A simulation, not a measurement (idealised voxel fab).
process module | voxel transistor to metal
cross-section cut | 300 nm wide | cells 5 nm
A cross-section is a grid of square cells, given in bands from the top down. A band is one or more rows of cells.
Each band's line starts with the height of the band's top and of its bottom, in nm. Then come its materials from left to right, each with its width in nm. One material with "throughout" fills the band from edge to edge. "air" is empty space.
Height 0 is the level under which the wafer as received is all one material. The lowest band goes on downwards, as in "0 down".
A width such as "30 to 40" changes by the same amount from each row of cells to the next, from the band's top row to its bottom row.
"no change" after a step means that no cell of the cross-section changed.
closed voids: empty space of 8 cells or more with no open way to the top, each as width x height at its distance from the left edge, in nm
after a step's settings: what the simulator itself notes on the step
overlay nm, on a step with a mask: how far to the right of its planned place the mask lay; to the left if negative
plan
1 op RECEIVE | material Si
2 op OXIDIZE | depth nm 5
3 op CONFORMAL_DEP | material SiN | thk nm 15
4 op PATTERN | tone cover | mask id ACTIVE | material resist | width nm 90 | pitch nm 110 | thk nm 20 | overlay nm 0
5 op DIRECTIONAL_ETCH | etch materials SiN | depth nm 15
6 op DIRECTIONAL_ETCH | etch materials SiO2 | depth nm 5
7 op DIRECTIONAL_ETCH | etch materials Si | depth nm 30
8 op STRIP | etch materials resist
9 op OXIDIZE | depth nm 5
10 op FILL_DEP | material SiO2 | thk nm 10
11 op CMP | height nm 15
12 op SELECTIVE_ETCH | etch materials SiO2 | depth nm 5
13 op STRIP | etch materials SiN
14 op SELECTIVE_ETCH | etch materials SiO2 | depth nm 5
15 op OXIDIZE | depth nm 5
16 op DIRECTIONAL_DEP | material polySi | thk nm 30
17 op DIRECTIONAL_DEP | material SiCN | thk nm 10
18 op MASKED_ETCH | tone cover | mask id GATE | width nm 20 | pitch nm 110 | etch materials SiCN | depth nm 20 | overlay nm 0
19 op MASKED_ETCH | tone cover | mask id GATE | width nm 20 | pitch nm 110 | etch materials polySi | depth nm 40 | overlay nm 0
20 op CONFORMAL_DEP | material SiO2 | thk nm 5
21 op DIRECTIONAL_ETCH | etch materials SiO2 | depth nm 5
22 op CONFORMAL_DEP | material SiN | thk nm 5
23 op DIRECTIONAL_ETCH | etch materials SiN | depth nm 5
24 op DIRECTIONAL_ETCH | etch materials SiO2 | depth nm 5
25 op DIRECTIONAL_ETCH | etch materials Si | depth nm 15
26 op EPI | material SiGe | thk nm 15
27 op FILL_DEP | material SiO2 | thk nm 5
28 op CMP | height nm 35
29 op DIRECTIONAL_DEP | material SiO2 | thk nm 10
30 op DIRECTIONAL_DEP | material aC | thk nm 15
31 op PATTERN | tone open | mask id CONTACT | material resist | width nm 15 | thk nm 35 | overlay nm 0
32 op DIRECTIONAL_ETCH | etch materials aC | depth nm 15
33 op STRIP | etch materials resist
34 op DIRECTIONAL_ETCH | etch materials SiO2 | depth nm 55
35 op STRIP | etch materials aC
36 op CONFORMAL_DEP | material TiN | thk nm 5
37 op FILL_DEP | material W | thk nm 5
38 op CMP | height nm 45
39 op DIRECTIONAL_DEP | material TiN | thk nm 5
40 op DIRECTIONAL_DEP | material Ru | thk nm 20
41 op PATTERN | tone cover | mask id METAL_1 | material resist | width nm 15 | thk nm 15 | overlay nm 0
42 op DIRECTIONAL_ETCH | etch materials Ru | depth nm 20
43 op DIRECTIONAL_ETCH | etch materials TiN | depth nm 5
44 op STRIP | etch materials resist
45 op CONFORMAL_DEP | material SiN | thk nm 5
46 op FILL_DEP | material SiO2 | thk nm 10
47 op CMP | height nm 70
48 op CONFORMAL_DEP | material SiCN | thk nm 5
as received, after step 1
  0 down: Si throughout
  closed voids: none
first wafer at the end, as planned
  75 to 70: SiCN throughout
  70 to 50: SiO2 50 | SiN 5 | Ru 15 | SiN 5 | SiO2 40 | SiN 5 | Ru 15 | SiN 5 | SiO2 20 | SiN 5 | Ru 15 | SiN 5 | SiO2 40 | SiN 5 | Ru 15 | SiN 5 | SiO2 50
  50 to 45: SiN 55 | TiN 15 | SiN 50 | TiN 15 | SiN 30 | TiN 15 | SiN 50 | TiN 15 | SiN 55
  45 to 35: SiO2 55 | TiN 5 | W 5 | TiN 5 | SiO2 50 | TiN 5 | W 5 | TiN 5 | SiO2 30 | TiN 5 | W 5 | TiN 5 | SiO2 50 | TiN 5 | W 5 | TiN 5 | SiO2 55
  35 to 25: SiO2 55 | TiN 5 | W 5 | TiN 5 | SiO2 5 | SiN 5 | SiO2 5 | SiCN 20 | SiO2 5 | SiN 5 | SiO2 5 | TiN 5 | W 5 | TiN 5 | SiO2 30 | TiN 5 | W 5 | TiN 5 | SiO2 5 | SiN 5 | SiO2 5 | SiCN 20 | SiO2 5 | SiN 5 | SiO2 5 | TiN 5 | W 5 | TiN 5 | SiO2 55
  25 to 10: SiO2 55 | TiN 5 | W 5 | TiN 5 | SiO2 5 | SiN 5 | SiO2 5 | polySi 20 | SiO2 5 | SiN 5 | SiO2 5 | TiN 5 | W 5 | TiN 5 | SiO2 30 | TiN 5 | W 5 | TiN 5 | SiO2 5 | SiN 5 | SiO2 5 | polySi 20 | SiO2 5 | SiN 5 | SiO2 5 | TiN 5 | W 5 | TiN 5 | SiO2 55
  10 to 5: SiO2 55 | TiN 15 | SiO2 5 | SiN 5 | SiO2 5 | polySi 20 | SiO2 5 | SiN 5 | SiO2 5 | TiN 15 | SiO2 30 | TiN 15 | SiO2 5 | SiN 5 | SiO2 5 | polySi 20 | SiO2 5 | SiN 5 | SiO2 5 | TiN 15 | SiO2 55
  5 to -5: SiO2 50 | SiN 5 | TiN 5 | SiGe 15 | SiN 5 | SiO2 5 | polySi 20 | SiO2 5 | SiN 5 | SiGe 15 | TiN 5 | SiN 5 | SiO2 20 | SiN 5 | TiN 5 | SiGe 15 | SiN 5 | SiO2 5 | polySi 20 | SiO2 5 | SiN 5 | SiGe 15 | TiN 5 | SiN 5 | SiO2 50
  -5 to -10: SiO2 55 | TiN 5 | SiGe 15 | SiO2 40 | SiGe 15 | TiN 5 | SiO2 30 | TiN 5 | SiGe 15 | SiO2 40 | SiGe 15 | TiN 5 | SiO2 55
  -10 to -25: SiO2 55 | SiGe 20 | Si 40 | SiGe 20 | SiO2 30 | SiGe 20 | Si 40 | SiGe 20 | SiO2 55
  -25 to -40: SiO2 55 | Si 80 | SiO2 30 | Si 80 | SiO2 55
  -40 down: Si throughout
  closed voids: none
second wafer at the end: like start, like plan, one mistake
  90 to 85: SiCN throughout
  85 to 75: SiO2 throughout
  75 to 70: SiO2 50 | SiN 25 | SiO2 40 | SiN 25 | SiO2 20 | SiN 25 | SiO2 40 | SiN 25 | SiO2 50
  70 to 50: SiO2 50 | SiN 5 | Ru 15 | SiN 5 | SiO2 40 | SiN 5 | Ru 15 | SiN 5 | SiO2 20 | SiN 5 | Ru 15 | SiN 5 | SiO2 40 | SiN 5 | Ru 15 | SiN 5 | SiO2 50
  50 to 45: SiN 55 | TiN 15 | SiN 50 | TiN 15 | SiN 30 | TiN 15 | SiN 50 | TiN 15 | SiN 55
  45 to 35: SiO2 55 | TiN 5 | W 5 | TiN 5 | SiO2 50 | TiN 5 | W 5 | TiN 5 | SiO2 30 | TiN 5 | W 5 | TiN 5 | SiO2 50 | TiN 5 | W 5 | TiN 5 | SiO2 55
  35 to 25: SiO2 55 | TiN 5 | W 5 | TiN 5 | SiO2 5 | SiN 5 | SiO2 5 | SiCN 20 | SiO2 5 | SiN 5 | SiO2 5 | TiN 5 | W 5 | TiN 5 | SiO2 30 | TiN 5 | W 5 | TiN 5 | SiO2 5 | SiN 5 | SiO2 5 | SiCN 20 | SiO2 5 | SiN 5 | SiO2 5 | TiN 5 | W 5 | TiN 5 | SiO2 55
  25 to 10: SiO2 55 | TiN 5 | W 5 | TiN 5 | SiO2 5 | SiN 5 | SiO2 5 | polySi 20 | SiO2 5 | SiN 5 | SiO2 5 | TiN 5 | W 5 | TiN 5 | SiO2 30 | TiN 5 | W 5 | TiN 5 | SiO2 5 | SiN 5 | SiO2 5 | polySi 20 | SiO2 5 | SiN 5 | SiO2 5 | TiN 5 | W 5 | TiN 5 | SiO2 55
  10 to 5: SiO2 55 | TiN 15 | SiO2 5 | SiN 5 | SiO2 5 | polySi 20 | SiO2 5 | SiN 5 | SiO2 5 | TiN 15 | SiO2 30 | TiN 15 | SiO2 5 | SiN 5 | SiO2 5 | polySi 20 | SiO2 5 | SiN 5 | SiO2 5 | TiN 15 | SiO2 55
  5 to -5: SiO2 50 | SiN 5 | TiN 5 | SiGe 15 | SiN 5 | SiO2 5 | polySi 20 | SiO2 5 | SiN 5 | SiGe 15 | TiN 5 | SiN 5 | SiO2 20 | SiN 5 | TiN 5 | SiGe 15 | SiN 5 | SiO2 5 | polySi 20 | SiO2 5 | SiN 5 | SiGe 15 | TiN 5 | SiN 5 | SiO2 50
  -5 to -10: SiO2 55 | TiN 5 | SiGe 15 | SiO2 40 | SiGe 15 | TiN 5 | SiO2 30 | TiN 5 | SiGe 15 | SiO2 40 | SiGe 15 | TiN 5 | SiO2 55
  -10 to -25: SiO2 55 | SiGe 20 | Si 40 | SiGe 20 | SiO2 30 | SiGe 20 | Si 40 | SiGe 20 | SiO2 55
  -25 to -40: SiO2 55 | Si 80 | SiO2 30 | Si 80 | SiO2 55
  -40 down: Si throughout
  closed voids: none
what went wrong: step 47 was left out
at the end the second wafer has, in cells: 20 more of SiN | 160 more of SiO2
